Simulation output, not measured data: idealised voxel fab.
voxel trench capacitor: a process module
It is cross-section cut that appears here, measuring 245 nm in width, its square cells being 5 nm in size.
A cross-section is a grid of square cells, given in bands from the top down. A band is one or more rows of cells.
Heights first: top, then bottom, in nm. Then materials, left to right, each with a width in nm. "edge to edge" on a single material: fills the band edge to edge. "blank": empty space.
Heads up on the height convention: 0 is the point under which the incoming wafer is all one material, and the lowest band has no bottom, it just keeps going down, like "0 -> down".
With a width like "30..40", each row of cells in the band differs from the next by the same amount, the top row carrying the first number and the bottom row the second.
The designation "remained unchanged", where it is given for a processing step, indicates that no cell of the cross-section was altered in the course of that step.
Listed in "Sealed void inventory": every empty space of 8 or more cells without an open way to the top. Form: width x height at distance, the distance being from the left edge, all in nm.
Anything after a step's settings on that line? It's the simulator's own note about the step.
You can add "overlay nm" to a step's line. For a step with a mask, it describes how far the mask lay to the right of its planned position, and a negative number describes a lay to the left.
Pairs follow: section before one process step, section after it down to the lowest changed band, step with settings underneath. Pairs may come from different runs of this module on the same starting wafer; continuity with the pair above only as stated in the "Snapshot before" entry.
[Snapshot before]
* 0 -> down  Si edge to edge
* Sealed void inventory: none
[Resulting Structure]
* 5 -> 0  SiN edge to edge
* All layers under 0 are left as they were.
* Sealed void inventory: none
Process step bridging the above cross-sections: op CONFORMAL_DEP | material SiN | thk nm 5
Snapshot before: after-step cross-section of the pair just above applies.
[Resulting Structure]
* 15 -> 5  aC edge to edge
* All layers under 5 are left as they were.
* Sealed void inventory: none
Process step bridging the above cross-sections: op DIRECTIONAL_DEP | material aC | thk nm 10
Snapshot before: after-step cross-section of the pair just above applies.
[Resulting Structure]
* 40 -> 15  resist=70 / blank=25 / resist=15 / blank=25 / resist=15 / blank=25 / resist=70
* All layers under 15 are left as they were.
* Sealed void inventory: none
Process step bridging the above cross-sections: op PATTERN | tone open | mask id TRENCH | material resist | width nm 25 | pitch nm 40 | thk nm 25 | overlay nm 0
Snapshot before: after-step cross-section of the pair just above applies.
[Resulting Structure]
* 30 -> 15  resist=70 / blank=25 / resist=15 / blank=25 / resist=15 / blank=25 / resist=70
* 15 -> 5  aC=70 / blank=25 / aC=15 / blank=25 / aC=15 / blank=25 / aC=70
* All layers under 5 are left as they were.
* Sealed void inventory: none
Process step bridging the above cross-sections: op DIRECTIONAL_ETCH | etch materials aC | depth nm 10
Snapshot before: after-step cross-section of the pair just above applies.
[Resulting Structure]
* 15 -> 5  aC=70 / blank=25 / aC=15 / blank=25 / aC=15 / blank=25 / aC=70
* All layers under 5 are left as they were.
* Sealed void inventory: none
Process step bridging the above cross-sections: op STRIP | etch materials resist
Snapshot before: after-step cross-section of the pair just above applies.
[Resulting Structure]
* 15 -> 5  aC=70 / blank=25 / aC=15 / blank=25 / aC=15 / blank=25 / aC=70
* 5 -> 0  SiN=70 / blank=25 / SiN=15 / blank=25 / SiN=15 / blank=25 / SiN=70
* All layers under 0 are left as they were.
* Sealed void inventory: none
Process step bridging the above cross-sections: op DIRECTIONAL_ETCH | etch materials SiN | depth nm 5
Snapshot before: after-step cross-section of the pair just above applies.
[Resulting Structure]
* 15 -> 5  aC=70 / blank=25 / aC=15 / blank=25 / aC=15 / blank=25 / aC=70
* 5 -> 0  SiN=70 / blank=25 / SiN=15 / blank=25 / SiN=15 / blank=25 / SiN=70
* 0 -> -30  Si=70 / blank=25 / Si=15 / blank=25 / Si=15 / blank=25 / Si=70
* All layers under -30 are left as they were.
* Sealed void inventory: none
Process step bridging the above cross-sections: op DIRECTIONAL_ETCH | etch materials Si | depth nm 30
Snapshot before: after-step cross-section of the pair just above applies.
[Resulting Structure]
* 5 -> 0  SiN=70 / blank=25 / SiN=15 / blank=25 / SiN=15 / blank=25 / SiN=70
* All layers under 0 are left as they were.
* Sealed void inventory: none
Process step bridging the above cross-sections: op STRIP | etch materials aC
Snapshot before: after-step cross-section of the pair just above applies.
[Resulting Structure]
* 10 -> 5  HfO2=75 / blank=15 / HfO2=25 / blank=15 / HfO2=25 / blank=15 / HfO2=75
* 5 -> 0  SiN=70 / HfO2=5 / blank=15 / HfO2=5 / SiN=15 / HfO2=5 / blank=15 / HfO2=5 / SiN=15 / HfO2=5 / blank=15 / HfO2=5 / SiN=70
* 0 -> -25  Si=70 / HfO2=5 / blank=15 / HfO2=5 / Si=15 / HfO2=5 / blank=15 / HfO2=5 / Si=15 / HfO2=5 / blank=15 / HfO2=5 / Si=70
* -25 -> -30  Si=70 / HfO2=25 / Si=15 / HfO2=25 / Si=15 / HfO2=25 / Si=70
* All layers under -30 are left as they were.
* Sealed void inventory: none
Process step bridging the above cross-sections: op CONFORMAL_DEP | material HfO2 | thk nm 5
Snapshot before: after-step cross-section of the pair just above applies.
[Resulting Structure]
* 15 -> 10  TiN=80 / blank=5 / TiN=35 / blank=5 / TiN=35 / blank=5 / TiN=80
* 10 -> 5  HfO2=75 / TiN=5 / blank=5 / TiN=5 / HfO2=25 / TiN=5 / blank=5 / TiN=5 / HfO2=25 / TiN=5 / blank=5 / TiN=5 / HfO2=75
* 5 -> 0  SiN=70 / HfO2=5 / TiN=5 / blank=5 / TiN=5 / HfO2=5 / SiN=15 / HfO2=5 / TiN=5 / blank=5 / TiN=5 / HfO2=5 / SiN=15 / HfO2=5 / TiN=5 / blank=5 / TiN=5 / HfO2=5 / SiN=70
* 0 -> -20  Si=70 / HfO2=5 / TiN=5 / blank=5 / TiN=5 / HfO2=5 / Si=15 / HfO2=5 / TiN=5 / blank=5 / TiN=5 / HfO2=5 / Si=15 / HfO2=5 / TiN=5 / blank=5 / TiN=5 / HfO2=5 / Si=70
* -20 -> -25  Si=70 / HfO2=5 / TiN=15 / HfO2=5 / Si=15 / HfO2=5 / TiN=15 / HfO2=5 / Si=15 / HfO2=5 / TiN=15 / HfO2=5 / Si=70
* All layers under -25 are left as they were.
* Sealed void inventory: none
Process step bridging the above cross-sections: op CONFORMAL_DEP | material TiN | thk nm 5
Snapshot before: after-step cross-section of the pair just above applies.
[Resulting Structure]
* 20 -> 15  W edge to edge
* 15 -> 10  TiN=80 / W=5 / TiN=35 / W=5 / TiN=35 / W=5 / TiN=80
* 10 -> 5  HfO2=75 / TiN=5 / W=5 / TiN=5 / HfO2=25 / TiN=5 / W=5 / TiN=5 / HfO2=25 / TiN=5 / W=5 / TiN=5 / HfO2=75
* 5 -> 0  SiN=70 / HfO2=5 / TiN=5 / W=5 / TiN=5 / HfO2=5 / SiN=15 / HfO2=5 / TiN=5 / W=5 / TiN=5 / HfO2=5 / SiN=15 / HfO2=5 / TiN=5 / W=5 / TiN=5 / HfO2=5 / SiN=70
* 0 -> -20  Si=70 / HfO2=5 / TiN=5 / W=5 / TiN=5 / HfO2=5 / Si=15 / HfO2=5 / TiN=5 / W=5 / TiN=5 / HfO2=5 / Si=15 / HfO2=5 / TiN=5 / W=5 / TiN=5 / HfO2=5 / Si=70
* All layers under -20 are left as they were.
* Sealed void inventory: none
Process step bridging the above cross-sections: op FILL_DEP | material W | thk nm 5
Snapshot before: after-step cross-section of the pair just above applies.
[Resulting Structure]
* 5 -> 0  SiN=70 / HfO2=5 / TiN=5 / W=5 / TiN=5 / HfO2=5 / SiN=15 / HfO2=5 / TiN=5 / W=5 / TiN=5 / HfO2=5 / SiN=15 / HfO2=5 / TiN=5 / W=5 / TiN=5 / HfO2=5 / SiN=70
* All layers under 0 are left as they were.
* Sealed void inventory: none
Process step bridging the above cross-sections: op CMP | height nm 5
[Snapshot before]
* 5 -> 0  SiN=70 / blank=25 / SiN=15 / blank=25 / SiN=15 / blank=25 / SiN=70
* 0 -> -30  Si=70 / blank=25 / Si=15 / blank=25 / Si=15 / blank=25 / Si=70
* -30 -> down  Si edge to edge
* Sealed void inventory: none
[Resulting Structure]
* 10 -> 5  TiN=75 / blank=15 / TiN=25 / blank=15 / TiN=25 / blank=15 / TiN=75
* 5 -> 0  SiN=70 / TiN=5 / blank=15 / TiN=5 / SiN=15 / TiN=5 / blank=15 / TiN=5 / SiN=15 / TiN=5 / blank=15 / TiN=5 / SiN=70
* 0 -> -25  Si=70 / TiN=5 / blank=15 / TiN=5 / Si=15 / TiN=5 / blank=15 / TiN=5 / Si=15 / TiN=5 / blank=15 / TiN=5 / Si=70
* -25 -> -30  Si=70 / TiN=25 / Si=15 / TiN=25 / Si=15 / TiN=25 / Si=70
* All layers under -30 are left as they were.
* Sealed void inventory: none
Process step bridging the above cross-sections: op CONFORMAL_DEP | material TiN | thk nm 5
Snapshot before: after-step cross-section of the pair just above applies.
[Resulting Structure]
* 15 -> 10  W edge to edge
* 10 -> 5  TiN=75 / W=15 / TiN=25 / W=15 / TiN=25 / W=15 / TiN=75
* 5 -> 0  SiN=70 / TiN=5 / W=15 / TiN=5 / SiN=15 / TiN=5 / W=15 / TiN=5 / SiN=15 / TiN=5 / W=15 / TiN=5 / SiN=70
* 0 -> -25  Si=70 / TiN=5 / W=15 / TiN=5 / Si=15 / TiN=5 / W=15 / TiN=5 / Si=15 / TiN=5 / W=15 / TiN=5 / Si=70
* All layers under -25 are left as they were.
* Sealed void inventory: none
Process step bridging the above cross-sections: op FILL_DEP | material W | thk nm 5
Snapshot before: after-step cross-section of the pair just above applies.
[Resulting Structure]
* 5 -> 0  SiN=70 / TiN=5 / W=15 / TiN=5 / SiN=15 / TiN=5 / W=15 / TiN=5 / SiN=15 / TiN=5 / W=15 / TiN=5 / SiN=70
* All layers under 0 are left as they were.
* Sealed void inventory: none
Process step bridging the above cross-sections: op CMP | height nm 5
[Snapshot before]
* 15 -> 5  aC=70 / blank=25 / aC=15 / blank=25 / aC=15 / blank=25 / aC=70
* 5 -> 0  SiN=70 / blank=25 / SiN=15 / blank=25 / SiN=15 / blank=25 / SiN=70
* 0 -> -30  Si=70 / blank=25 / Si=15 / blank=25 / Si=15 / blank=25 / Si=70
* -30 -> down  Si edge to edge
* Sealed void inventory: none
[Resulting Structure]
* 15 -> 5  aC=70 / blank=25 / aC=15 / blank=25 / aC=15 / blank=25 / aC=70
* 5 -> 0  SiN=70 / blank=25 / SiN=15 / blank=25 / SiN=15 / blank=25 / SiN=70
* 0 -> -60  Si=70 / blank=25 / Si=15 / blank=25 / Si=15 / blank=25 / Si=70
* All layers under -60 are left as they were.
* Sealed void inventory: none
Process step bridging the above cross-sections: op DIRECTIONAL_ETCH | etch materials Si | depth nm 30
Snapshot before: after-step cross-section of the pair just above applies.
[Resulting Structure]
* 5 -> 0  SiN=70 / blank=25 / SiN=15 / blank=25 / SiN=15 / blank=25 / SiN=70
* All layers under 0 are left as they were.
* Sealed void inventory: none
Process step bridging the above cross-sections: op STRIP | etch materials aC
Snapshot before: after-step cross-section of the pair just above applies.
[Resulting Structure]
* 10 -> 5  HfO2=75 / blank=15 / HfO2=25 / blank=15 / HfO2=25 / blank=15 / HfO2=75
* 5 -> 0  SiN=70 / HfO2=5 / blank=15 / HfO2=5 / SiN=15 / HfO2=5 / blank=15 / HfO2=5 / SiN=15 / HfO2=5 / blank=15 / HfO2=5 / SiN=70
* 0 -> -55  Si=70 / HfO2=5 / blank=15 / HfO2=5 / Si=15 / HfO2=5 / blank=15 / HfO2=5 / Si=15 / HfO2=5 / blank=15 / HfO2=5 / Si=70
* -55 -> -60  Si=70 / HfO2=25 / Si=15 / HfO2=25 / Si=15 / HfO2=25 / Si=70
* All layers under -60 are left as they were.
* Sealed void inventory: none
Process step bridging the above cross-sections: op CONFORMAL_DEP | material HfO2 | thk nm 5
Snapshot before: after-step cross-section of the pair just above applies.
[Resulting Structure]
* 15 -> 10  TiN=80 / blank=5 / TiN=35 / blank=5 / TiN=35 / blank=5 / TiN=80
* 10 -> 5  HfO2=75 / TiN=5 / blank=5 / TiN=5 / HfO2=25 / TiN=5 / blank=5 / TiN=5 / HfO2=25 / TiN=5 / blank=5 / TiN=5 / HfO2=75
* 5 -> 0  SiN=70 / HfO2=5 / TiN=5 / blank=5 / TiN=5 / HfO2=5 / SiN=15 / HfO2=5 / TiN=5 / blank=5 / TiN=5 / HfO2=5 / SiN=15 / HfO2=5 / TiN=5 / blank=5 / TiN=5 / HfO2=5 / SiN=70
* 0 -> -50  Si=70 / HfO2=5 / TiN=5 / blank=5 / TiN=5 / HfO2=5 / Si=15 / HfO2=5 / TiN=5 / blank=5 / TiN=5 / HfO2=5 / Si=15 / HfO2=5 / TiN=5 / blank=5 / TiN=5 / HfO2=5 / Si=70
* -50 -> -55  Si=70 / HfO2=5 / TiN=15 / HfO2=5 / Si=15 / HfO2=5 / TiN=15 / HfO2=5 / Si=15 / HfO2=5 / TiN=15 / HfO2=5 / Si=70
* All layers under -55 are left as they were.
* Sealed void inventory: none
Process step bridging the above cross-sections: op CONFORMAL_DEP | material TiN | thk nm 5
Snapshot before: after-step cross-section of the pair just above applies.
[Resulting Structure]
* 20 -> 15  W edge to edge
* 15 -> 10  TiN=80 / W=5 / TiN=35 / W=5 / TiN=35 / W=5 / TiN=80
* 10 -> 5  HfO2=75 / TiN=5 / W=5 / TiN=5 / HfO2=25 / TiN=5 / W=5 / TiN=5 / HfO2=25 / TiN=5 / W=5 / TiN=5 / HfO2=75
* 5 -> 0  SiN=70 / HfO2=5 / TiN=5 / W=5 / TiN=5 / HfO2=5 / SiN=15 / HfO2=5 / TiN=5 / W=5 / TiN=5 / HfO2=5 / SiN=15 / HfO2=5 / TiN=5 / W=5 / TiN=5 / HfO2=5 / SiN=70
* 0 -> -50  Si=70 / HfO2=5 / TiN=5 / W=5 / TiN=5 / HfO2=5 / Si=15 / HfO2=5 / TiN=5 / W=5 / TiN=5 / HfO2=5 / Si=15 / HfO2=5 / TiN=5 / W=5 / TiN=5 / HfO2=5 / Si=70
* All layers under -50 are left as they were.
* Sealed void inventory: none
Process step bridging the above cross-sections: op FILL_DEP | material W | thk nm 5
Snapshot before: after-step cross-section of the pair just above applies.
[Resulting Structure]
* 5 -> 0  SiN=70 / HfO2=5 / TiN=5 / W=5 / TiN=5 / HfO2=5 / SiN=15 / HfO2=5 / TiN=5 / W=5 / TiN=5 / HfO2=5 / SiN=15 / HfO2=5 / TiN=5 / W=5 / TiN=5 / HfO2=5 / SiN=70
* All layers under 0 are left as they were.
* Sealed void inventory: none
Process step bridging the above cross-sections: op CMP | height nm 5
[Snapshot before]
* 10 -> 5  TiN=75 / blank=15 / TiN=25 / blank=15 / TiN=25 / blank=15 / TiN=75
* 5 -> 0  SiN=70 / TiN=5 / blank=15 / TiN=5 / SiN=15 / TiN=5 / blank=15 / TiN=5 / SiN=15 / TiN=5 / blank=15 / TiN=5 / SiN=70
* 0 -> -25  Si=70 / TiN=5 / blank=15 / TiN=5 / Si=15 / TiN=5 / blank=15 / TiN=5 / Si=15 / TiN=5 / blank=15 / TiN=5 / Si=70
* -25 -> -30  Si=70 / TiN=25 / Si=15 / TiN=25 / Si=15 / TiN=25 / Si=70
* -30 -> down  Si edge to edge
* Sealed void inventory: none
[Resulting Structure]
* 15 -> 10  HfO2=80 / blank=5 / HfO2=35 / blank=5 / HfO2=35 / blank=5 / HfO2=80
* 10 -> 5  TiN=75 / HfO2=5 / blank=5 / HfO2=5 / TiN=25 / HfO2=5 / blank=5 / HfO2=5 / TiN=25 / HfO2=5 / blank=5 / HfO2=5 / TiN=75
* 5 -> 0  SiN=70 / TiN=5 / HfO2=5 / blank=5 / HfO2=5 / TiN=5 / SiN=15 / TiN=5 / HfO2=5 / blank=5 / HfO2=5 / TiN=5 / SiN=15 / TiN=5 / HfO2=5 / blank=5 / HfO2=5 / TiN=5 / SiN=70
* 0 -> -20  Si=70 / TiN=5 / HfO2=5 / blank=5 / HfO2=5 / TiN=5 / Si=15 / TiN=5 / HfO2=5 / blank=5 / HfO2=5 / TiN=5 / Si=15 / TiN=5 / HfO2=5 / blank=5 / HfO2=5 / TiN=5 / Si=70
* -20 -> -25  Si=70 / TiN=5 / HfO2=15 / TiN=5 / Si=15 / TiN=5 / HfO2=15 / TiN=5 / Si=15 / TiN=5 / HfO2=15 / TiN=5 / Si=70
* All layers under -25 are left as they were.
* Sealed void inventory: none
Process step bridging the above cross-sections: op CONFORMAL_DEP | material HfO2 | thk nm 5
Snapshot before: after-step cross-section of the pair just above applies.
[Resulting Structure]
* 20 -> 15  W edge to edge
* 15 -> 10  HfO2=80 / W=5 / HfO2=35 / W=5 / HfO2=35 / W=5 / HfO2=80
* 10 -> 5  TiN=75 / HfO2=5 / W=5 / HfO2=5 / TiN=25 / HfO2=5 / W=5 / HfO2=5 / TiN=25 / HfO2=5 / W=5 / HfO2=5 / TiN=75
* 5 -> 0  SiN=70 / TiN=5 / HfO2=5 / W=5 / HfO2=5 / TiN=5 / SiN=15 / TiN=5 / HfO2=5 / W=5 / HfO2=5 / TiN=5 / SiN=15 / TiN=5 / HfO2=5 / W=5 / HfO2=5 / TiN=5 / SiN=70
* 0 -> -20  Si=70 / TiN=5 / HfO2=5 / W=5 / HfO2=5 / TiN=5 / Si=15 / TiN=5 / HfO2=5 / W=5 / HfO2=5 / TiN=5 / Si=15 / TiN=5 / HfO2=5 / W=5 / HfO2=5 / TiN=5 / Si=70
* All layers under -20 are left as they were.
* Sealed void inventory: none
Process step bridging the above cross-sections: op FILL_DEP | material W | thk nm 5
Snapshot before: after-step cross-section of the pair just above applies.
[Resulting Structure]
* 5 -> 0  SiN=70 / TiN=5 / HfO2=5 / W=5 / HfO2=5 / TiN=5 / SiN=15 / TiN=5 / HfO2=5 / W=5 / HfO2=5 / TiN=5 / SiN=15 / TiN=5 / HfO2=5 / W=5 / HfO2=5 / TiN=5 / SiN=70
* All layers under 0 are left as they were.
* Sealed void inventory: none
Process step bridging the above cross-sections: op CMP | height nm 5
[Snapshot before]
* 20 -> 15  W edge to edge
* 15 -> 10  TiN=80 / W=5 / TiN=35 / W=5 / TiN=35 / W=5 / TiN=80
* 10 -> 5  HfO2=75 / TiN=5 / W=5 / TiN=5 / HfO2=25 / TiN=5 / W=5 / TiN=5 / HfO2=25 / TiN=5 / W=5 / TiN=5 / HfO2=75
* 5 -> 0  SiN=70 / HfO2=5 / TiN=5 / W=5 / TiN=5 / HfO2=5 / SiN=15 / HfO2=5 / TiN=5 / W=5 / TiN=5 / HfO2=5 / SiN=15 / HfO2=5 / TiN=5 / W=5 / TiN=5 / HfO2=5 / SiN=70
* 0 -> -20  Si=70 / HfO2=5 / TiN=5 / W=5 / TiN=5 / HfO2=5 / Si=15 / HfO2=5 / TiN=5 / W=5 / TiN=5 / HfO2=5 / Si=15 / HfO2=5 / TiN=5 / W=5 / TiN=5 / HfO2=5 / Si=70
* -20 -> -25  Si=70 / HfO2=5 / TiN=15 / HfO2=5 / Si=15 / HfO2=5 / TiN=15 / HfO2=5 / Si=15 / HfO2=5 / TiN=15 / HfO2=5 / Si=70
* -25 -> -30  Si=70 / HfO2=25 / Si=15 / HfO2=25 / Si=15 / HfO2=25 / Si=70
* -30 -> down  Si edge to edge
* Sealed void inventory: none
[Resulting Structure]
* 0 -> -20  Si=70 / HfO2=5 / TiN=5 / W=5 / TiN=5 / HfO2=5 / Si=15 / HfO2=5 / TiN=5 / W=5 / TiN=5 / HfO2=5 / Si=15 / HfO2=5 / TiN=5 / W=5 / TiN=5 / HfO2=5 / Si=70
* All layers under -20 are left as they were.
* Sealed void inventory: none
Process step bridging the above cross-sections: op CMP | height nm 0
[Snapshot before]
* 15 -> 5  aC edge to edge
* 5 -> 0  SiN edge to edge
* 0 -> down  Si edge to edge
* Sealed void inventory: none
[Resulting Structure]
* 40 -> 15  resist=75 / blank=15 / resist=25 / blank=15 / resist=25 / blank=15 / resist=75
* All layers under 15 are left as they were.
* Sealed void inventory: none
Process step bridging the above cross-sections: op PATTERN | tone open | mask id TRENCH | material resist | width nm 15 | pitch nm 40 | thk nm 25 | overlay nm 0
Snapshot before: after-step cross-section of the pair just above applies.
[Resulting Structure]
* 30 -> 15  resist=75 / blank=15 / resist=25 / blank=15 / resist=25 / blank=15 / resist=75
* 15 -> 5  aC=75 / blank=15 / aC=25 / blank=15 / aC=25 / blank=15 / aC=75
* All layers under 5 are left as they were.
* Sealed void inventory: none
Process step bridging the above cross-sections: op DIRECTIONAL_ETCH | etch materials aC | depth nm 10
Snapshot before: after-step cross-section of the pair just above applies.
[Resulting Structure]
* 15 -> 5  aC=75 / blank=15 / aC=25 / blank=15 / aC=25 / blank=15 / aC=75
* All layers under 5 are left as they were.
* Sealed void inventory: none
Process step bridging the above cross-sections: op STRIP | etch materials resist
Snapshot before: after-step cross-section of the pair just above applies.
[Resulting Structure]
* 15 -> 5  aC=75 / blank=15 / aC=25 / blank=15 / aC=25 / blank=15 / aC=75
* 5 -> 0  SiN=75 / blank=15 / SiN=25 / blank=15 / SiN=25 / blank=15 / SiN=75
* All layers under 0 are left as they were.
* Sealed void inventory: none
Process step bridging the above cross-sections: op DIRECTIONAL_ETCH | etch materials SiN | depth nm 5
Snapshot before: after-step cross-section of the pair just above applies.
[Resulting Structure]
* 15 -> 5  aC=75 / blank=15 / aC=25 / blank=15 / aC=25 / blank=15 / aC=75
* 5 -> 0  SiN=75 / blank=15 / SiN=25 / blank=15 / SiN=25 / blank=15 / SiN=75
* 0 -> -30  Si=75 / blank=15 / Si=25 / blank=15 / Si=25 / blank=15 / Si=75
* All layers under -30 are left as they were.
* Sealed void inventory: none
Process step bridging the above cross-sections: op DIRECTIONAL_ETCH | etch materials Si | depth nm 30
Snapshot before: after-step cross-section of the pair just above applies.
[Resulting Structure]
* 5 -> 0  SiN=75 / blank=15 / SiN=25 / blank=15 / SiN=25 / blank=15 / SiN=75
* All layers under 0 are left as they were.
* Sealed void inventory: none
Process step bridging the above cross-sections: op STRIP | etch materials aC
Snapshot before: after-step cross-section of the pair just above applies.
[Resulting Structure]
* 10 -> 5  HfO2=80 / blank=5 / HfO2=35 / blank=5 / HfO2=35 / blank=5 / HfO2=80
* 5 -> 0  SiN=75 / HfO2=5 / blank=5 / HfO2=5 / SiN=25 / HfO2=5 / blank=5 / HfO2=5 / SiN=25 / HfO2=5 / blank=5 / HfO2=5 / SiN=75
* 0 -> -25  Si=75 / HfO2=5 / blank=5 / HfO2=5 / Si=25 / HfO2=5 / blank=5 / HfO2=5 / Si=25 / HfO2=5 / blank=5 / HfO2=5 / Si=75
* -25 -> -30  Si=75 / HfO2=15 / Si=25 / HfO2=15 / Si=25 / HfO2=15 / Si=75
* All layers under -30 are left as they were.
* Sealed void inventory: none
Process step bridging the above cross-sections: op CONFORMAL_DEP | material HfO2 | thk nm 5
Snapshot before: after-step cross-section of the pair just above applies.
[Resulting Structure]
* 15 -> 10  TiN edge to edge
* 10 -> 5  HfO2=80 / TiN=5 / HfO2=35 / TiN=5 / HfO2=35 / TiN=5 / HfO2=80
* 5 -> 0  SiN=75 / HfO2=5 / TiN=5 / HfO2=5 / SiN=25 / HfO2=5 / TiN=5 / HfO2=5 / SiN=25 / HfO2=5 / TiN=5 / HfO2=5 / SiN=75
* 0 -> -25  Si=75 / HfO2=5 / TiN=5 / HfO2=5 / Si=25 / HfO2=5 / TiN=5 / HfO2=5 / Si=25 / HfO2=5 / TiN=5 / HfO2=5 / Si=75
* All layers under -25 are left as they were.
* Sealed void inventory: none
Process step bridging the above cross-sections: op CONFORMAL_DEP | material TiN | thk nm 5
Snapshot before: after-step cross-section of the pair just above applies.
[Resulting Structure]
* 20 -> 15  W edge to edge
* All layers under 15 are left as they were.
* Sealed void inventory: none
Process step bridging the above cross-sections: op FILL_DEP | material W | thk nm 5
Snapshot before: after-step cross-section of the pair just above applies.
[Resulting Structure]
* 5 -> 0  SiN=75 / HfO2=5 / TiN=5 / HfO2=5 / SiN=25 / HfO2=5 / TiN=5 / HfO2=5 / SiN=25 / HfO2=5 / TiN=5 / HfO2=5 / SiN=75
* All layers under 0 are left as they were.
* Sealed void inventory: none
Process step bridging the above cross-sections: op CMP | height nm 5
[Snapshot before]
* 15 -> 5  aC edge to edge
* 5 -> 0  SiN edge to edge
* 0 -> down  Si edge to edge
* Sealed void inventory: none
[Resulting Structure]
* 40 -> 15  resist=65 / blank=25 / resist=15 / blank=25 / resist=15 / blank=25 / resist=75
* All layers under 15 are left as they were.
* Sealed void inventory: none
Process step bridging the above cross-sections: op PATTERN | tone open | mask id TRENCH | material resist | width nm 25 | pitch nm 40 | thk nm 25 | overlay nm -5
Snapshot before: after-step cross-section of the pair just above applies.
[Resulting Structure]
* 30 -> 15  resist=65 / blank=25 / resist=15 / blank=25 / resist=15 / blank=25 / resist=75
* 15 -> 5  aC=65 / blank=25 / aC=15 / blank=25 / aC=15 / blank=25 / aC=75
* All layers under 5 are left as they were.
* Sealed void inventory: none
Process step bridging the above cross-sections: op DIRECTIONAL_ETCH | etch materials aC | depth nm 10
Snapshot before: after-step cross-section of the pair just above applies.
[Resulting Structure]
* 15 -> 5  aC=65 / blank=25 / aC=15 / blank=25 / aC=15 / blank=25 / aC=75
* All layers under 5 are left as they were.
* Sealed void inventory: none
Process step bridging the above cross-sections: op STRIP | etch materials resist
Snapshot before: after-step cross-section of the pair just above applies.
[Resulting Structure]
* 15 -> 5  aC=65 / blank=25 / aC=15 / blank=25 / aC=15 / blank=25 / aC=75
* 5 -> 0  SiN=65 / blank=25 / SiN=15 / blank=25 / SiN=15 / blank=25 / SiN=75
* All layers under 0 are left as they were.
* Sealed void inventory: none
Process step bridging the above cross-sections: op DIRECTIONAL_ETCH | etch materials SiN | depth nm 5
Snapshot before: after-step cross-section of the pair just above applies.
[Resulting Structure]
* 15 -> 5  aC=65 / blank=25 / aC=15 / blank=25 / aC=15 / blank=25 / aC=75
* 5 -> 0  SiN=65 / blank=25 / SiN=15 / blank=25 / SiN=15 / blank=25 / SiN=75
* 0 -> -30  Si=65 / blank=25 / Si=15 / blank=25 / Si=15 / blank=25 / Si=75
* All layers under -30 are left as they were.
* Sealed void inventory: none
Process step bridging the above cross-sections: op DIRECTIONAL_ETCH | etch materials Si | depth nm 30
Snapshot before: after-step cross-section of the pair just above applies.
[Resulting Structure]
* 5 -> 0  SiN=65 / blank=25 / SiN=15 / blank=25 / SiN=15 / blank=25 / SiN=75
* All layers under 0 are left as they were.
* Sealed void inventory: none
Process step bridging the above cross-sections: op STRIP | etch materials aC
Snapshot before: after-step cross-section of the pair just above applies.
[Resulting Structure]
* 10 -> 5  HfO2=70 / blank=15 / HfO2=25 / blank=15 / HfO2=25 / blank=15 / HfO2=80
* 5 -> 0  SiN=65 / HfO2=5 / blank=15 / HfO2=5 / SiN=15 / HfO2=5 / blank=15 / HfO2=5 / SiN=15 / HfO2=5 / blank=15 / HfO2=5 / SiN=75
* 0 -> -25  Si=65 / HfO2=5 / blank=15 / HfO2=5 / Si=15 / HfO2=5 / blank=15 / HfO2=5 / Si=15 / HfO2=5 / blank=15 / HfO2=5 / Si=75
* -25 -> -30  Si=65 / HfO2=25 / Si=15 / HfO2=25 / Si=15 / HfO2=25 / Si=75
* All layers under -30 are left as they were.
* Sealed void inventory: none
Process step bridging the above cross-sections: op CONFORMAL_DEP | material HfO2 | thk nm 5
Snapshot before: after-step cross-section of the pair just above applies.
[Resulting Structure]
* 15 -> 10  TiN=75 / blank=5 / TiN=35 / blank=5 / TiN=35 / blank=5 / TiN=85
* 10 -> 5  HfO2=70 / TiN=5 / blank=5 / TiN=5 / HfO2=25 / TiN=5 / blank=5 / TiN=5 / HfO2=25 / TiN=5 / blank=5 / TiN=5 / HfO2=80
* 5 -> 0  SiN=65 / HfO2=5 / TiN=5 / blank=5 / TiN=5 / HfO2=5 / SiN=15 / HfO2=5 / TiN=5 / blank=5 / TiN=5 / HfO2=5 / SiN=15 / HfO2=5 / TiN=5 / blank=5 / TiN=5 / HfO2=5 / SiN=75
* 0 -> -20  Si=65 / HfO2=5 / TiN=5 / blank=5 / TiN=5 / HfO2=5 / Si=15 / HfO2=5 / TiN=5 / blank=5 / TiN=5 / HfO2=5 / Si=15 / HfO2=5 / TiN=5 / blank=5 / TiN=5 / HfO2=5 / Si=75
* -20 -> -25  Si=65 / HfO2=5 / TiN=15 / HfO2=5 / Si=15 / HfO2=5 / TiN=15 / HfO2=5 / Si=15 / HfO2=5 / TiN=15 / HfO2=5 / Si=75
* All layers under -25 are left as they were.
* Sealed void inventory: none
Process step bridging the above cross-sections: op CONFORMAL_DEP | material TiN | thk nm 5
Snapshot before: after-step cross-section of the pair just above applies.
[Resulting Structure]
* 20 -> 15  W edge to edge
* 15 -> 10  TiN=75 / W=5 / TiN=35 / W=5 / TiN=35 / W=5 / TiN=85
* 10 -> 5  HfO2=70 / TiN=5 / W=5 / TiN=5 / HfO2=25 / TiN=5 / W=5 / TiN=5 / HfO2=25 / TiN=5 / W=5 / TiN=5 / HfO2=80
* 5 -> 0  SiN=65 / HfO2=5 / TiN=5 / W=5 / TiN=5 / HfO2=5 / SiN=15 / HfO2=5 / TiN=5 / W=5 / TiN=5 / HfO2=5 / SiN=15 / HfO2=5 / TiN=5 / W=5 / TiN=5 / HfO2=5 / SiN=75
* 0 -> -20  Si=65 / HfO2=5 / TiN=5 / W=5 / TiN=5 / HfO2=5 / Si=15 / HfO2=5 / TiN=5 / W=5 / TiN=5 / HfO2=5 / Si=15 / HfO2=5 / TiN=5 / W=5 / TiN=5 / HfO2=5 / Si=75
* All layers under -20 are left as they were.
* Sealed void inventory: none
Process step bridging the above cross-sections: op FILL_DEP | material W | thk nm 5
Snapshot before: after-step cross-section of the pair just above applies.
[Resulting Structure]
* 5 -> 0  SiN=65 / HfO2=5 / TiN=5 / W=5 / TiN=5 / HfO2=5 / SiN=15 / HfO2=5 / TiN=5 / W=5 / TiN=5 / HfO2=5 / SiN=15 / HfO2=5 / TiN=5 / W=5 / TiN=5 / HfO2=5 / SiN=75
* All layers under 0 are left as they were.
* Sealed void inventory: none
Process step bridging the above cross-sections: op CMP | height nm 5
